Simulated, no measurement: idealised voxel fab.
process module | voxel capacitor over wiring
cross-section cut | 255 nm wide | cells 5 nm
A cross-section is a grid of square cells, given in bands from the top down. A band is one or more rows of cells.
Each band's line starts with the height of the band's top and of its bottom, in nm. Then come its materials from left to right, each with its width in nm. One material with "throughout" fills the band from edge to edge. "air" is empty space.
Height 0 is the level under which the wafer as received is all one material. The lowest band goes on downwards, as in "0 down".
A width such as "30 to 40" changes by the same amount from each row of cells to the next, from the band's top row to its bottom row.
"no change" after a step means that no cell of the cross-section changed.
closed voids: empty space of 8 cells or more with no open way to the top, each as width x height at its distance from the left edge, in nm
after a step's settings: what the simulator itself notes on the step
overlay nm, on a step with a mask: how far to the right of its planned place the mask lay; to the left if negative
Each pair below shows a cross-section before one step and the cross-section after it, down to the lowest band that changed. The line under each pair gives the step between them, with its settings. The pairs can come from different runs of this module on the same starting wafer, so a pair continues from the pair above only where its "before" says so.
before
  50 to 40: lowk 80 | air 15 | lowk 160
  40 to 35: SiCN throughout
  35 to 30: TiN 70 | Ru 20 | TiN 70 | Ru 20 | TiN 75
  30 to 15: lowk 65 | TiN 5 | Ru 20 | TiN 5 | lowk 60 | TiN 5 | Ru 20 | TiN 5 | lowk 70
  15 to 10: SiN 65 | TiN 30 | SiN 60 | TiN 30 | SiN 70
  10 to 0: SiO2 throughout
  0 down: Si throughout
  closed voids: none
after
  50 to 40: lowk 80 | air 15 | lowk 160
  40 to 35: SiCN 80 | air 15 | SiCN 160
  below 35: unchanged
  closed voids: none
the step between: op MASKED_ETCH | tone open | mask id PLUG_1 | width nm 15 | etch materials SiCN | depth nm 5 | overlay nm 0
before: the cross-section after the pair above
after
  55 to 50: TiN 85 | air 5 | TiN 165
  50 to 40: lowk 80 | TiN 5 | air 5 | TiN 5 | lowk 160
  40 to 35: SiCN 80 | TiN 15 | SiCN 160
  below 35: unchanged
  closed voids: none
the step between: op CONFORMAL_DEP | material TiN | thk nm 5
before: the cross-section after the pair above
after
  60 to 55: Ru throughout
  55 to 50: TiN 85 | Ru 5 | TiN 165
  50 to 40: lowk 80 | TiN 5 | Ru 5 | TiN 5 | lowk 160
  below 40: unchanged
  closed voids: none
the step between: op FILL_DEP | material Ru | thk nm 5
before: the cross-section after the pair above
after
  50 to 40: lowk 80 | TiN 5 | Ru 5 | TiN 5 | lowk 160
  below 40: unchanged
  closed voids: none
the step between: op CMP | height nm 50
before: the cross-section after the pair above
after
  55 to 50: TiN throughout
  below 50: unchanged
  closed voids: none
the step between: op DIRECTIONAL_DEP | material TiN | thk nm 5
before: the cross-section after the pair above
after
  60 to 55: HfO2 throughout
  below 55: unchanged
  closed voids: none
the step between: op DIRECTIONAL_DEP | material HfO2 | thk nm 5
before: the cross-section after the pair above
after
  65 to 60: TiN throughout
  below 60: unchanged
  closed voids: none
the step between: op DIRECTIONAL_DEP | material TiN | thk nm 5
before: the cross-section after the pair above
after
  80 to 65: air 80 | resist 65 | air 110
  below 65: unchanged
  closed voids: none
the step between: op PATTERN | tone cover | mask id UPPER_PLATE | material resist | width nm 65 | thk nm 15 | overlay nm 0
before: the cross-section after the pair above
after
  80 to 65: air 80 | resist 65 | air 110
  65 to 60: air 80 | TiN 65 | air 110
  below 60: unchanged
  closed voids: none
the step between: op DIRECTIONAL_ETCH | etch materials TiN | depth nm 5
before: the cross-section after the pair above
after
  80 to 65: air 80 | resist 65 | air 110
  65 to 60: air 80 | TiN 65 | air 110
  60 to 55: air 80 | HfO2 65 | air 110
  below 55: unchanged
  closed voids: none
the step between: op DIRECTIONAL_ETCH | etch materials HfO2 | depth nm 5
before: the cross-section after the pair above
after
  65 to 60: air 80 | TiN 65 | air 110
  below 60: unchanged
  closed voids: none
the step between: op STRIP | etch materials resist
before: the cross-section after the pair above
after
  65 to 60: air 80 | TiN 65 | air 110
  60 to 55: air 80 | HfO2 65 | air 110
  55 to 50: air 75 | TiN 75 | air 105
  below 50: unchanged
  closed voids: none
the step between: op MASKED_ETCH | tone cover | mask id LOWER_PLATE | width nm 75 | etch materials TiN | depth nm 5 | overlay nm 0
before: the cross-section after the pair above
after
  80 to 65: SiO2 throughout
  65 to 60: SiO2 80 | TiN 65 | SiO2 110
  60 to 55: SiO2 80 | HfO2 65 | SiO2 110
  55 to 50: SiO2 75 | TiN 75 | SiO2 105
  below 50: unchanged
  closed voids: none
the step between: op FILL_DEP | material SiO2 | thk nm 15
before: the cross-section after the pair above
after
  75 to 65: SiO2 throughout
  below 65: unchanged
  closed voids: none
the step between: op CMP | height nm 75
before: the cross-section after the pair above
after
  90 to 75: resist 90 | air 15 | resist 150
  below 75: unchanged
  closed voids: none
the step between: op PATTERN | tone open | mask id PLUG_2 | material resist | width nm 15 | thk nm 15 | overlay nm 0
before: the cross-section after the pair above
after
  90 to 75: resist 90 | air 15 | resist 150
  75 to 65: SiO2 90 | air 15 | SiO2 150
  below 65: unchanged
  closed voids: none
the step between: op DIRECTIONAL_ETCH | etch materials SiO2 | depth nm 10
before: the cross-section after the pair above
after
  75 to 65: SiO2 90 | air 15 | SiO2 150
  below 65: unchanged
  closed voids: none
the step between: op STRIP | etch materials resist
before: the cross-section after the pair above
after
  80 to 75: TiN 95 | air 5 | TiN 155
  75 to 70: SiO2 90 | TiN 5 | air 5 | TiN 5 | SiO2 150
  70 to 60: SiO2 90 to 80 | TiN 15 to 65 | SiO2 150 to 110
  below 60: unchanged
  closed voids: none
the step between: op CONFORMAL_DEP | material TiN | thk nm 5
before: the cross-section after the pair above
after
  85 to 80: Cu throughout
  80 to 75: TiN 95 | Cu 5 | TiN 155
  75 to 70: SiO2 90 | TiN 5 | Cu 5 | TiN 5 | SiO2 150
  below 70: unchanged
  closed voids: none
the step between: op FILL_DEP | material Cu | thk nm 5
before: the cross-section after the pair above
after
  75 to 70: SiO2 90 | TiN 5 | Cu 5 | TiN 5 | SiO2 150
  below 70: unchanged
  closed voids: none
the step between: op CMP | height nm 75
before: the cross-section after the pair above
after
  80 to 75: SiCN throughout
  below 75: unchanged
  closed voids: none
the step between: op CONFORMAL_DEP | material SiCN | thk nm 5
before
  75 to 65: SiO2 throughout
  65 to 60: SiO2 80 | TiN 65 | SiO2 110
  60 to 55: SiO2 80 | HfO2 65 | SiO2 110
  55 to 50: SiO2 75 | TiN 75 | SiO2 105
  50 to 40: lowk 80 | TiN 5 | Ru 5 | TiN 5 | lowk 160
  40 to 35: SiCN 80 | TiN 15 | SiCN 160
  35 to 20: lowk 65 | TiN 5 | Ru 20 | TiN 5 | lowk 60 | TiN 5 | Ru 20 | TiN 5 | lowk 70
  20 to 15: SiN 65 | TiN 30 | SiN 60 | TiN 30 | SiN 70
  15 to 0: SiO2 throughout
  0 down: Si throughout
  closed voids: none
after
  90 to 75: resist 90 | air 20 | resist 145
  below 75: unchanged
  closed voids: none
the step between: op PATTERN | tone open | mask id PLUG_2 | material resist | width nm 20 | thk nm 15 | overlay nm 0
before: the cross-section after the pair above
after
  90 to 75: resist 90 | air 20 | resist 145
  75 to 65: SiO2 90 | air 20 | SiO2 145
  below 65: unchanged
  closed voids: none
the step between: op DIRECTIONAL_ETCH | etch materials SiO2 | depth nm 10
before: the cross-section after the pair above
after
  75 to 65: SiO2 90 | air 20 | SiO2 145
  below 65: unchanged
  closed voids: none
the step between: op STRIP | etch materials resist
before: the cross-section after the pair above
after
  80 to 75: TiN 95 | air 10 | TiN 150
  75 to 70: SiO2 90 | TiN 5 | air 10 | TiN 5 | SiO2 145
  70 to 60: SiO2 90 to 80 | TiN 20 to 65 | SiO2 145 to 110
  below 60: unchanged
  closed voids: none
the step between: op CONFORMAL_DEP | material TiN | thk nm 5
before: the cross-section after the pair above
after
  85 to 80: Cu throughout
  80 to 75: TiN 95 | Cu 10 | TiN 150
  75 to 70: SiO2 90 | TiN 5 | Cu 10 | TiN 5 | SiO2 145
  below 70: unchanged
  closed voids: none
the step between: op FILL_DEP | material Cu | thk nm 5
before: the cross-section after the pair above
after
  75 to 70: SiO2 90 | TiN 5 | Cu 10 | TiN 5 | SiO2 145
  below 70: unchanged
  closed voids: none
the step between: op CMP | height nm 75
before: the cross-section after the pair above
after
  80 to 75: SiCN throughout
  below 75: unchanged
  closed voids: none
the step between: op CONFORMAL_DEP | material SiCN | thk nm 5
before
  50 to 40: lowk throughout
  40 to 35: SiCN throughout
  35 to 20: lowk 65 | TiN 5 | Ru 20 | TiN 5 | lowk 60 | TiN 5 | Ru 20 | TiN 5 | lowk 70
  20 to 15: SiN 65 | TiN 30 | SiN 60 | TiN 30 | SiN 70
  15 to 0: SiO2 throughout
  0 down: Si throughout
  closed voids: none
after
  50 to 40: lowk 70 | air 15 | lowk 170
  below 40: unchanged
  closed voids: none
the step between: op MASKED_ETCH | tone open | mask id PLUG_1 | width nm 15 | etch materials lowk | depth nm 10 | overlay nm -10
before: the cross-section after the pair above
after
  50 to 40: lowk 70 | air 15 | lowk 170
  40 to 35: SiCN 80 | air 5 | SiCN 170
  below 35: unchanged
  closed voids: none
the step between: op MASKED_ETCH | tone open | mask id PLUG_1 | width nm 15 | etch materials SiCN | depth nm 5 | overlay nm 0
before: the cross-section after the pair above
after
  55 to 50: TiN 75 | air 5 | TiN 175
  50 to 45: lowk 70 | TiN 5 | air 5 | TiN 5 | lowk 170
  45 to 40: lowk 70 | TiN 15 | lowk 170
  40 to 35: SiCN 80 | TiN 5 | SiCN 170
  below 35: unchanged
  closed voids: none
the step between: op CONFORMAL_DEP | material TiN | thk nm 5
before: the cross-section after the pair above
after
  60 to 55: Ru throughout
  55 to 50: TiN 75 | Ru 5 | TiN 175
  50 to 45: lowk 70 | TiN 5 | Ru 5 | TiN 5 | lowk 170
  below 45: unchanged
  closed voids: none
the step between: op FILL_DEP | material Ru | thk nm 5
before: the cross-section after the pair above
after
  50 to 45: lowk 70 | TiN 5 | Ru 5 | TiN 5 | lowk 170
  below 45: unchanged
  closed voids: none
the step between: op CMP | height nm 50
before: the cross-section after the pair above
after
  55 to 50: TiN throughout
  below 50: unchanged
  closed voids: none
the step between: op DIRECTIONAL_DEP | material TiN | thk nm 5
before: the cross-section after the pair above
after
  60 to 55: HfO2 throughout
  below 55: unchanged
  closed voids: none
the step between: op DIRECTIONAL_DEP | material HfO2 | thk nm 5
before: the cross-section after the pair above
after
  65 to 60: TiN throughout
  below 60: unchanged
  closed voids: none
the step between: op DIRECTIONAL_DEP | material TiN | thk nm 5
before: the cross-section after the pair above
after
  80 to 65: air 80 | resist 65 | air 110
  below 65: unchanged
  closed voids: none
the step between: op PATTERN | tone cover | mask id UPPER_PLATE | material resist | width nm 65 | thk nm 15 | overlay nm 0
before: the cross-section after the pair above
after
  80 to 65: air 80 | resist 65 | air 110
  65 to 60: air 80 | TiN 65 | air 110
  below 60: unchanged
  closed voids: none
the step between: op DIRECTIONAL_ETCH | etch materials TiN | depth nm 5
before: the cross-section after the pair above
after
  80 to 65: air 80 | resist 65 | air 110
  65 to 60: air 80 | TiN 65 | air 110
  60 to 55: air 80 | HfO2 65 | air 110
  below 55: unchanged
  closed voids: none
the step between: op DIRECTIONAL_ETCH | etch materials HfO2 | depth nm 5
before: the cross-section after the pair above
after
  65 to 60: air 80 | TiN 65 | air 110
  below 60: unchanged
  closed voids: none
the step between: op STRIP | etch materials resist
before: the cross-section after the pair above
after
  65 to 60: air 80 | TiN 65 | air 110
  60 to 55: air 80 | HfO2 65 | air 110
  55 to 50: air 75 | TiN 75 | air 105
  below 50: unchanged
  closed voids: none
the step between: op MASKED_ETCH | tone cover | mask id LOWER_PLATE | width nm 75 | etch materials TiN | depth nm 5 | overlay nm 0
before: the cross-section after the pair above
after
  80 to 65: SiO2 throughout
  65 to 60: SiO2 80 | TiN 65 | SiO2 110
  60 to 55: SiO2 80 | HfO2 65 | SiO2 110
  55 to 50: SiO2 75 | TiN 75 | SiO2 105
  below 50: unchanged
  closed voids: none
the step between: op FILL_DEP | material SiO2 | thk nm 15
before: the cross-section after the pair above
after
  75 to 65: SiO2 throughout
  below 65: unchanged
  closed voids: none
the step between: op CMP | height nm 75
before: the cross-section after the pair above
after
  90 to 75: resist 90 | air 15 | resist 150
  below 75: unchanged
  closed voids: none
the step between: op PATTERN | tone open | mask id PLUG_2 | material resist | width nm 15 | thk nm 15 | overlay nm 0
before: the cross-section after the pair above
after
  90 to 75: resist 90 | air 15 | resist 150
  75 to 65: SiO2 90 | air 15 | SiO2 150
  below 65: unchanged
  closed voids: none
the step between: op DIRECTIONAL_ETCH | etch materials SiO2 | depth nm 10
before: the cross-section after the pair above
after
  75 to 65: SiO2 90 | air 15 | SiO2 150
  below 65: unchanged
  closed voids: none
the step between: op STRIP | etch materials resist
before: the cross-section after the pair above
after
  80 to 75: TiN 95 | air 5 | TiN 155
  75 to 70: SiO2 90 | TiN 5 | air 5 | TiN 5 | SiO2 150
  70 to 60: SiO2 90 to 80 | TiN 15 to 65 | SiO2 150 to 110
  below 60: unchanged
  closed voids: none
the step between: op CONFORMAL_DEP | material TiN | thk nm 5
before: the cross-section after the pair above
after
  85 to 80: Cu throughout
  80 to 75: TiN 95 | Cu 5 | TiN 155
  75 to 70: SiO2 90 | TiN 5 | Cu 5 | TiN 5 | SiO2 150
  below 70: unchanged
  closed voids: none
the step between: op FILL_DEP | material Cu | thk nm 5
before: the cross-section after the pair above
after
  75 to 70: SiO2 90 | TiN 5 | Cu 5 | TiN 5 | SiO2 150
  below 70: unchanged
  closed voids: none
the step between: op CMP | height nm 75
before: the cross-section after the pair above
after
  80 to 75: SiCN throughout
  below 75: unchanged
  closed voids: none
the step between: op CONFORMAL_DEP | material SiCN | thk nm 5
before
  15 to 0: SiO2 throughout
  0 down: Si throughout
  closed voids: none
after
  20 to 15: lowk throughout
  below 15: unchanged
  closed voids: none
the step between: op CONFORMAL_DEP | material lowk | thk nm 5
before: the cross-section after the pair above
after
  35 to 15: lowk throughout
  below 15: unchanged
  closed voids: none
the step between: op DIRECTIONAL_DEP | material lowk | thk nm 15
before: the cross-section after the pair above
after
  50 to 35: resist 65 | air 30 | resist 60 | air 30 | resist 70
  below 35: unchanged
  closed voids: none
the step between: op PATTERN | tone open | mask id METAL_1 | material resist | width nm 30 | pitch nm 90 | thk nm 15 | overlay nm 0
before: the cross-section after the pair above
after
  50 to 35: resist 65 | air 30 | resist 60 | air 30 | resist 70
  35 to 20: lowk 65 | air 30 | lowk 60 | air 30 | lowk 70
  below 20: unchanged
  closed voids: none
the step between: op DIRECTIONAL_ETCH | etch materials lowk | depth nm 15
before: the cross-section after the pair above
after
  35 to 20: lowk 65 | air 30 | lowk 60 | air 30 | lowk 70
  below 20: unchanged
  closed voids: none
the step between: op STRIP | etch materials resist
before: the cross-section after the pair above
after
  40 to 35: TiN 70 | air 20 | TiN 70 | air 20 | TiN 75
  35 to 25: lowk 65 | TiN 5 | air 20 | TiN 5 | lowk 60 | TiN 5 | air 20 | TiN 5 | lowk 70
  25 to 20: lowk 65 | TiN 30 | lowk 60 | TiN 30 | lowk 70
  below 20: unchanged
  closed voids: none
the step between: op CONFORMAL_DEP | material TiN | thk nm 5
before: the cross-section after the pair above
after
  50 to 40: Ru throughout
  40 to 35: TiN 70 | Ru 20 | TiN 70 | Ru 20 | TiN 75
  35 to 25: lowk 65 | TiN 5 | Ru 20 | TiN 5 | lowk 60 | TiN 5 | Ru 20 | TiN 5 | lowk 70
  below 25: unchanged
  closed voids: none
the step between: op FILL_DEP | material Ru | thk nm 10
before: the cross-section after the pair above
after
  35 to 25: lowk 65 | TiN 5 | Ru 20 | TiN 5 | lowk 60 | TiN 5 | Ru 20 | TiN 5 | lowk 70
  below 25: unchanged
  closed voids: none
the step between: op CMP | height nm 35
before: the cross-section after the pair above
after
  40 to 35: SiCN throughout
  below 35: unchanged
  closed voids: none
the step between: op CONFORMAL_DEP | material SiCN | thk nm 5
before: the cross-section after the pair above
after
  50 to 40: lowk throughout
  below 40: unchanged
  closed voids: none
the step between: op DIRECTIONAL_DEP | material lowk | thk nm 10
before: the cross-section after the pair above
after
  50 to 40: lowk 80 | air 15 | lowk 160
  below 40: unchanged
  closed voids: none
the step between: op MASKED_ETCH | tone open | mask id PLUG_1 | width nm 15 | etch materials lowk | depth nm 10 | overlay nm 0
before: the cross-section after the pair above
after
  50 to 40: lowk 80 | air 15 | lowk 160
  40 to 35: SiCN 80 | air 15 | SiCN 160
  below 35: unchanged
  closed voids: none
the step between: op MASKED_ETCH | tone open | mask id PLUG_1 | width nm 15 | etch materials SiCN | depth nm 5 | overlay nm 0
before: the cross-section after the pair above
after
  55 to 50: TiN 85 | air 5 | TiN 165
  50 to 40: lowk 80 | TiN 5 | air 5 | TiN 5 | lowk 160
  40 to 35: SiCN 80 | TiN 15 | SiCN 160
  below 35: unchanged
  closed voids: none
the step between: op CONFORMAL_DEP | material TiN | thk nm 5
before: the cross-section after the pair above
after
  60 to 55: Ru throughout
  55 to 50: TiN 85 | Ru 5 | TiN 165
  50 to 40: lowk 80 | TiN 5 | Ru 5 | TiN 5 | lowk 160
  below 40: unchanged
  closed voids: none
the step between: op FILL_DEP | material Ru | thk nm 5
before: the cross-section after the pair above
after
  50 to 40: lowk 80 | TiN 5 | Ru 5 | TiN 5 | lowk 160
  below 40: unchanged
  closed voids: none
the step between: op CMP | height nm 50
before: the cross-section after the pair above
after
  55 to 50: TiN throughout
  below 50: unchanged
  closed voids: none
the step between: op DIRECTIONAL_DEP | material TiN | thk nm 5
before: the cross-section after the pair above
after
  60 to 55: HfO2 throughout
  below 55: unchanged
  closed voids: none
the step between: op DIRECTIONAL_DEP | material HfO2 | thk nm 5
before: the cross-section after the pair above
after
  65 to 60: TiN throughout
  below 60: unchanged
  closed voids: none
the step between: op DIRECTIONAL_DEP | material TiN | thk nm 5
before: the cross-section after the pair above
after
  80 to 65: air 80 | resist 65 | air 110
  below 65: unchanged
  closed voids: none
the step between: op PATTERN | tone cover | mask id UPPER_PLATE | material resist | width nm 65 | thk nm 15 | overlay nm 0
before: the cross-section after the pair above
after
  80 to 65: air 80 | resist 65 | air 110
  65 to 60: air 80 | TiN 65 | air 110
  below 60: unchanged
  closed voids: none
the step between: op DIRECTIONAL_ETCH | etch materials TiN | depth nm 5
before: the cross-section after the pair above
after
  80 to 65: air 80 | resist 65 | air 110
  65 to 60: air 80 | TiN 65 | air 110
  60 to 55: air 80 | HfO2 65 | air 110
  below 55: unchanged
  closed voids: none
the step between: op DIRECTIONAL_ETCH | etch materials HfO2 | depth nm 5
before: the cross-section after the pair above
after
  65 to 60: air 80 | TiN 65 | air 110
  below 60: unchanged
  closed voids: none
the step between: op STRIP | etch materials resist
before: the cross-section after the pair above
after
  65 to 60: air 80 | TiN 65 | air 110
  60 to 55: air 80 | HfO2 65 | air 110
  55 to 50: air 75 | TiN 75 | air 105
  below 50: unchanged
  closed voids: none
the step between: op MASKED_ETCH | tone cover | mask id LOWER_PLATE | width nm 75 | etch materials TiN | depth nm 5 | overlay nm 0
before: the cross-section after the pair above
after
  80 to 65: SiO2 throughout
  65 to 60: SiO2 80 | TiN 65 | SiO2 110
  60 to 55: SiO2 80 | HfO2 65 | SiO2 110
  55 to 50: SiO2 75 | TiN 75 | SiO2 105
  below 50: unchanged
  closed voids: none
the step between: op FILL_DEP | material SiO2 | thk nm 15
before: the cross-section after the pair above
after
  75 to 65: SiO2 throughout
  below 65: unchanged
  closed voids: none
the step between: op CMP | height nm 75
before: the cross-section after the pair above
after
  90 to 75: resist 90 | air 15 | resist 150
  below 75: unchanged
  closed voids: none
the step between: op PATTERN | tone open | mask id PLUG_2 | material resist | width nm 15 | thk nm 15 | overlay nm 0
before: the cross-section after the pair above
after
  90 to 75: resist 90 | air 15 | resist 150
  75 to 65: SiO2 90 | air 15 | SiO2 150
  below 65: unchanged
  closed voids: none
the step between: op DIRECTIONAL_ETCH | etch materials SiO2 | depth nm 10
before: the cross-section after the pair above
after
  75 to 65: SiO2 90 | air 15 | SiO2 150
  below 65: unchanged
  closed voids: none
the step between: op STRIP | etch materials resist
before: the cross-section after the pair above
after
  80 to 75: TiN 95 | air 5 | TiN 155
  75 to 70: SiO2 90 | TiN 5 | air 5 | TiN 5 | SiO2 150
  70 to 60: SiO2 90 to 80 | TiN 15 to 65 | SiO2 150 to 110
  below 60: unchanged
  closed voids: none
the step between: op CONFORMAL_DEP | material TiN | thk nm 5
before: the cross-section after the pair above
after
  85 to 80: Cu throughout
  80 to 75: TiN 95 | Cu 5 | TiN 155
  75 to 70: SiO2 90 | TiN 5 | Cu 5 | TiN 5 | SiO2 150
  below 70: unchanged
  closed voids: none
the step between: op FILL_DEP | material Cu | thk nm 5
before: the cross-section after the pair above
after
  75 to 70: SiO2 90 | TiN 5 | Cu 5 | TiN 5 | SiO2 150
  below 70: unchanged
  closed voids: none
the step between: op CMP | height nm 75
before: the cross-section after the pair above
after
  80 to 75: SiCN throughout
  below 75: unchanged
  closed voids: none
the step between: op CONFORMAL_DEP | material SiCN | thk nm 5
before
  75 to 65: SiO2 throughout
  65 to 60: SiO2 80 | TiN 65 | SiO2 110
  60 to 55: SiO2 80 | HfO2 65 | SiO2 110
  55 to 50: SiO2 75 | TiN 75 | SiO2 105
  50 to 40: lowk 80 | TiN 5 | Ru 5 | TiN 5 | lowk 160
  40 to 35: SiCN 80 | TiN 15 | SiCN 160
  35 to 20: lowk 65 | TiN 5 | Ru 20 | TiN 5 | lowk 60 | TiN 5 | Ru 20 | TiN 5 | lowk 70
  20 to 15: SiN 65 | TiN 30 | SiN 60 | TiN 30 | SiN 70
  15 to 0: SiO2 throughout
  0 down: Si throughout
  closed voids: none
after
  90 to 75: air 90 | resist 15 | air 150
  below 75: unchanged
  closed voids: none
the step between: op PATTERN | tone cover | mask id PLUG_2 | material resist | width nm 15 | thk nm 15 | overlay nm 0
before: the cross-section after the pair above
after
  90 to 75: air 90 | resist 15 | air 150
  75 to 65: air 90 | SiO2 15 | air 150
  below 65: unchanged
  closed voids: none
the step between: op DIRECTIONAL_ETCH | etch materials SiO2 | depth nm 10
before: the cross-section after the pair above
after
  75 to 65: air 90 | SiO2 15 | air 150
  below 65: unchanged
  closed voids: none
the step between: op STRIP | etch materials resist
before: the cross-section after the pair above
after
  80 to 75: air 85 | TiN 25 | air 145
  75 to 70: air 85 | TiN 5 | SiO2 15 | TiN 5 | air 145
  70 to 65: TiN 90 | SiO2 15 | TiN 150
  below 65: unchanged
  closed voids: none
the step between: op CONFORMAL_DEP | material TiN | thk nm 5
before: the cross-section after the pair above
after
  85 to 80: Cu throughout
  80 to 75: Cu 85 | TiN 25 | Cu 145
  75 to 70: Cu 85 | TiN 5 | SiO2 15 | TiN 5 | Cu 145
  below 70: unchanged
  closed voids: none
the step between: op FILL_DEP | material Cu | thk nm 5
before: the cross-section after the pair above
after
  75 to 70: Cu 85 | TiN 5 | SiO2 15 | TiN 5 | Cu 145
  below 70: unchanged
  closed voids: none
the step between: op CMP | height nm 75
before: the cross-section after the pair above
after
  80 to 75: SiCN throughout
  below 75: unchanged
  closed voids: none
the step between: op CONFORMAL_DEP | material SiCN | thk nm 5
